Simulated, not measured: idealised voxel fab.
Herein follows the process module entitled voxel self aligned vias.
FYI the section here is cut, 245 nm wide, cells are 5 nm squares.
Cross-section format: a grid of square cells, given as bands from top to bottom; each band is one or more rows of cells.
Per band: top height and bottom height in nm, followed by the left-to-right materials and their widths in nm; "edge to edge" marks a single material spanning edge to edge, "blank" marks empty space.
Counting heights begins at 0, where everything beneath is, in the wafer as received, one material. The lowest band has no bottom; it goes on downwards, as "0 and below" shows.
Read "30->40" as a graded width: first number on top, second number at the bottom, same change between each pair of neighbouring rows.
"nothing changed" means the step left every cell of the cross-section as it was.
In the "Fully enclosed voids" entry, you get each enclosed empty space of 8 cells or more, one with no open way to the top, written width x height at distance, distance from the left edge, in nm.
What comes after the settings on a step's line is commentary from the simulator itself on that step.
Regarding "overlay nm": on a step with a mask, it is the distance the mask lay to the right of its planned place; a negative value places it to the left.
# Here's what the planned process steps look like
1. RECEIVE, material Si
2. CONFORMAL_DEP, material SiO2, thk nm 15
3. CONFORMAL_DEP, material SiCN, thk nm 5
4. DIRECTIONAL_DEP, material lowk, thk nm 25
5. DIRECTIONAL_DEP, material aC, thk nm 15
6. PATTERN, tone open, mask id LINES, material resist, width nm 20, pitch nm 70, thk nm 30, overlay nm 0
7. DIRECTIONAL_ETCH, etch materials aC, depth nm 15
8. STRIP, etch materials resist
9. DIRECTIONAL_ETCH, etch materials lowk, depth nm 25
10. STRIP, etch materials aC
11. CONFORMAL_DEP, material TiN, thk nm 5
12. FILL_DEP, material W, thk nm 10
13. CMP, height nm 45
14. SELECTIVE_ETCH, etch materials W Ru TiN, depth nm 10
15. FILL_DEP, material SiN, thk nm 5
16. CMP, height nm 45
17. DIRECTIONAL_DEP, material lowk, thk nm 20
18. DIRECTIONAL_DEP, material aC, thk nm 15
19. PATTERN, tone open, mask id VIAS, material resist, width nm 40, pitch nm 70, thk nm 35, overlay nm 0
20. DIRECTIONAL_ETCH, etch materials aC, depth nm 15
21. STRIP, etch materials resist
22. DIRECTIONAL_ETCH, etch materials lowk, depth nm 20
23. DIRECTIONAL_ETCH, etch materials SiN, depth nm 10
24. STRIP, etch materials aC
25. CONFORMAL_DEP, material TiN, thk nm 5
26. FILL_DEP, material Cu, thk nm 5
27. CMP, height nm 65
28. CONFORMAL_DEP, material SiCN, thk nm 5
# What follows covers the first of two wafers; it ran as planned
# Incoming wafer in cross-section (state: after step 1)
> 0 and below: Si edge to edge
> Fully enclosed voids: none
# Wafer after step 2 (cross-section)
> 15 down to 0: SiO2 edge to edge
> Below 0, no change.
# Wafer after step 3 (cross-section)
> 20 down to 15: SiCN edge to edge
> Below 15, no change.
# Wafer after step 4 (cross-section)
> 45 down to 20: lowk edge to edge
> Below 20, no change.
# Wafer after step 5 (cross-section)
> 60 down to 45: aC edge to edge
> Below 45, no change.
# Wafer after step 6 (cross-section)
> 90 down to 60: 40 of resist | 20 of blank | 50 of resist | 20 of blank | 50 of resist | 20 of blank | 45 of resist
> Below 60, no change.
# Wafer after step 7 (cross-section)
> 75 down to 60: 40 of resist | 20 of blank | 50 of resist | 20 of blank | 50 of resist | 20 of blank | 45 of resist
> 60 down to 45: 40 of aC | 20 of blank | 50 of aC | 20 of blank | 50 of aC | 20 of blank | 45 of aC
> Below 45, no change.
# Wafer after step 8 (cross-section)
> 60 down to 45: 40 of aC | 20 of blank | 50 of aC | 20 of blank | 50 of aC | 20 of blank | 45 of aC
> Below 45, no change.
# Wafer after step 9 (cross-section)
> 60 down to 45: 40 of aC | 20 of blank | 50 of aC | 20 of blank | 50 of aC | 20 of blank | 45 of aC
> 45 down to 20: 40 of lowk | 20 of blank | 50 of lowk | 20 of blank | 50 of lowk | 20 of blank | 45 of lowk
> Below 20, no change.
# Wafer after step 10 (cross-section)
> 45 down to 20: 40 of lowk | 20 of blank | 50 of lowk | 20 of blank | 50 of lowk | 20 of blank | 45 of lowk
> Below 20, no change.
# Wafer after step 11 (cross-section)
> 50 down to 45: 45 of TiN | 10 of blank | 60 of TiN | 10 of blank | 60 of TiN | 10 of blank | 50 of TiN
> 45 down to 25: 40 of lowk | 5 of TiN | 10 of blank | 5 of TiN | 50 of lowk | 5 of TiN | 10 of blank | 5 of TiN | 50 of lowk | 5 of TiN | 10 of blank | 5 of TiN | 45 of lowk
> 25 down to 20: 40 of lowk | 20 of TiN | 50 of lowk | 20 of TiN | 50 of lowk | 20 of TiN | 45 of lowk
> Below 20, no change.
# Wafer after step 12 (cross-section)
> 60 down to 50: W edge to edge
> 50 down to 45: 45 of TiN | 10 of W | 60 of TiN | 10 of W | 60 of TiN | 10 of W | 50 of TiN
> 45 down to 25: 40 of lowk | 5 of TiN | 10 of W | 5 of TiN | 50 of lowk | 5 of TiN | 10 of W | 5 of TiN | 50 of lowk | 5 of TiN | 10 of W | 5 of TiN | 45 of lowk
> Below 25, no change.
# Wafer after step 13 (cross-section)
> 45 down to 25: 40 of lowk | 5 of TiN | 10 of W | 5 of TiN | 50 of lowk | 5 of TiN | 10 of W | 5 of TiN | 50 of lowk | 5 of TiN | 10 of W | 5 of TiN | 45 of lowk
> Below 25, no change.
# Wafer after step 14 (cross-section)
> 45 down to 35: 40 of lowk | 20 of blank | 50 of lowk | 20 of blank | 50 of lowk | 20 of blank | 45 of lowk
> Below 35, no change.
# Wafer after step 15 (cross-section)
> 50 down to 45: SiN edge to edge
> 45 down to 35: 40 of lowk | 20 of SiN | 50 of lowk | 20 of SiN | 50 of lowk | 20 of SiN | 45 of lowk
> Below 35, no change.
# Wafer after step 16 (cross-section)
> 45 down to 35: 40 of lowk | 20 of SiN | 50 of lowk | 20 of SiN | 50 of lowk | 20 of SiN | 45 of lowk
> Below 35, no change.
# Wafer after step 17 (cross-section)
> 65 down to 45: lowk edge to edge
> Below 45, no change.
# Wafer after step 18 (cross-section)
> 80 down to 65: aC edge to edge
> Below 65, no change.
# Wafer after step 19 (cross-section)
> 115 down to 80: 30 of resist | 40 of blank | 30 of resist | 40 of blank | 30 of resist | 40 of blank | 35 of resist
> Below 80, no change.
# Wafer after step 20 (cross-section)
> 100 down to 80: 30 of resist | 40 of blank | 30 of resist | 40 of blank | 30 of resist | 40 of blank | 35 of resist
> 80 down to 65: 30 of aC | 40 of blank | 30 of aC | 40 of blank | 30 of aC | 40 of blank | 35 of aC
> Below 65, no change.
# Wafer after step 21 (cross-section)
> 80 down to 65: 30 of aC | 40 of blank | 30 of aC | 40 of blank | 30 of aC | 40 of blank | 35 of aC
> Below 65, no change.
# Wafer after step 22 (cross-section)
> 80 down to 65: 30 of aC | 40 of blank | 30 of aC | 40 of blank | 30 of aC | 40 of blank | 35 of aC
> 65 down to 45: 30 of lowk | 40 of blank | 30 of lowk | 40 of blank | 30 of lowk | 40 of blank | 35 of lowk
> Below 45, no change.
# Wafer after step 23 (cross-section)
> 80 down to 65: 30 of aC | 40 of blank | 30 of aC | 40 of blank | 30 of aC | 40 of blank | 35 of aC
> 65 down to 45: 30 of lowk | 40 of blank | 30 of lowk | 40 of blank | 30 of lowk | 40 of blank | 35 of lowk
> 45 down to 35: 40 of lowk | 20 of blank | 50 of lowk | 20 of blank | 50 of lowk | 20 of blank | 45 of lowk
> Below 35, no change.
# Wafer after step 24 (cross-section)
> 65 down to 45: 30 of lowk | 40 of blank | 30 of lowk | 40 of blank | 30 of lowk | 40 of blank | 35 of lowk
> Below 45, no change.
# Wafer after step 25 (cross-section)
> 70 down to 65: 35 of TiN | 30 of blank | 40 of TiN | 30 of blank | 40 of TiN | 30 of blank | 40 of TiN
> 65 down to 50: 30 of lowk | 5 of TiN | 30 of blank | 5 of TiN | 30 of lowk | 5 of TiN | 30 of blank | 5 of TiN | 30 of lowk | 5 of TiN | 30 of blank | 5 of TiN | 35 of lowk
> 50 down to 40: 30->40 of lowk | 15->5 of TiN | 10 of blank | 15->5 of TiN | 30->50 of lowk | 15->5 of TiN | 10 of blank | 15->5 of TiN | 30->50 of lowk | 15->5 of TiN | 10 of blank | 15->5 of TiN | 35->45 of lowk
> 40 down to 35: 40 of lowk | 20 of TiN | 50 of lowk | 20 of TiN | 50 of lowk | 20 of TiN | 45 of lowk
> Below 35, no change.
# Wafer after step 26 (cross-section)
> 75 down to 70: Cu edge to edge
> 70 down to 65: 35 of TiN | 30 of Cu | 40 of TiN | 30 of Cu | 40 of TiN | 30 of Cu | 40 of TiN
> 65 down to 50: 30 of lowk | 5 of TiN | 30 of Cu | 5 of TiN | 30 of lowk | 5 of TiN | 30 of Cu | 5 of TiN | 30 of lowk | 5 of TiN | 30 of Cu | 5 of TiN | 35 of lowk
> 50 down to 40: 30->40 of lowk | 15->5 of TiN | 10 of Cu | 15->5 of TiN | 30->50 of lowk | 15->5 of TiN | 10 of Cu | 15->5 of TiN | 30->50 of lowk | 15->5 of TiN | 10 of Cu | 15->5 of TiN | 35->45 of lowk
> Below 40, no change.
# Wafer after step 27 (cross-section)
> 65 down to 50: 30 of lowk | 5 of TiN | 30 of Cu | 5 of TiN | 30 of lowk | 5 of TiN | 30 of Cu | 5 of TiN | 30 of lowk | 5 of TiN | 30 of Cu | 5 of TiN | 35 of lowk
> Below 50, no change.
# Wafer after step 28 (cross-section)
> 70 down to 65: SiCN edge to edge
> Below 65, no change.
# Now the other wafer: same start, same recipe, but we messed up one thing when running it. Up to and including step 24 it's the same as the first one
# At the planned end of step 25, the second wafer in cross-section
> 80 down to 65: 45 of TiN | 10 of blank | 60 of TiN | 10 of blank | 60 of TiN | 10 of blank | 50 of TiN
> 65 down to 60: 30 of lowk | 15 of TiN | 10 of blank | 15 of TiN | 30 of lowk | 15 of TiN | 10 of blank | 15 of TiN | 30 of lowk | 15 of TiN | 10 of blank | 15 of TiN | 35 of lowk
> 60 down to 45: 30 of lowk | 40 of TiN | 30 of lowk | 40 of TiN | 30 of lowk | 40 of TiN | 35 of lowk
> 45 down to 35: 40 of lowk | 20 of TiN | 50 of lowk | 20 of TiN | 50 of lowk | 20 of TiN | 45 of lowk
> Below 35, no change.
# At the planned end of step 26, the second wafer in cross-section
> 85 down to 80: Cu edge to edge
> 80 down to 65: 45 of TiN | 10 of Cu | 60 of TiN | 10 of Cu | 60 of TiN | 10 of Cu | 50 of TiN
> 65 down to 60: 30 of lowk | 15 of TiN | 10 of Cu | 15 of TiN | 30 of lowk | 15 of TiN | 10 of Cu | 15 of TiN | 30 of lowk | 15 of TiN | 10 of Cu | 15 of TiN | 35 of lowk
> Below 60, no change.
# At the planned end of step 27, the second wafer in cross-section
> 65 down to 60: 30 of lowk | 15 of TiN | 10 of Cu | 15 of TiN | 30 of lowk | 15 of TiN | 10 of Cu | 15 of TiN | 30 of lowk | 15 of TiN | 10 of Cu | 15 of TiN | 35 of lowk
> Below 60, no change.
# At the planned end of step 28, the second wafer in cross-section
> 70 down to 65: SiCN edge to edge
> Below 65, no change.
Heads up, the wafer didn't run the way we planned it: step 25 went in with a setting other than planned; the actual run was CONFORMAL_DEP, material TiN, thk nm 15
The final cell counts differ between the wafers, with the second having more or fewer of some materials than the first: 60 fewer of Cu | 60 more of TiN
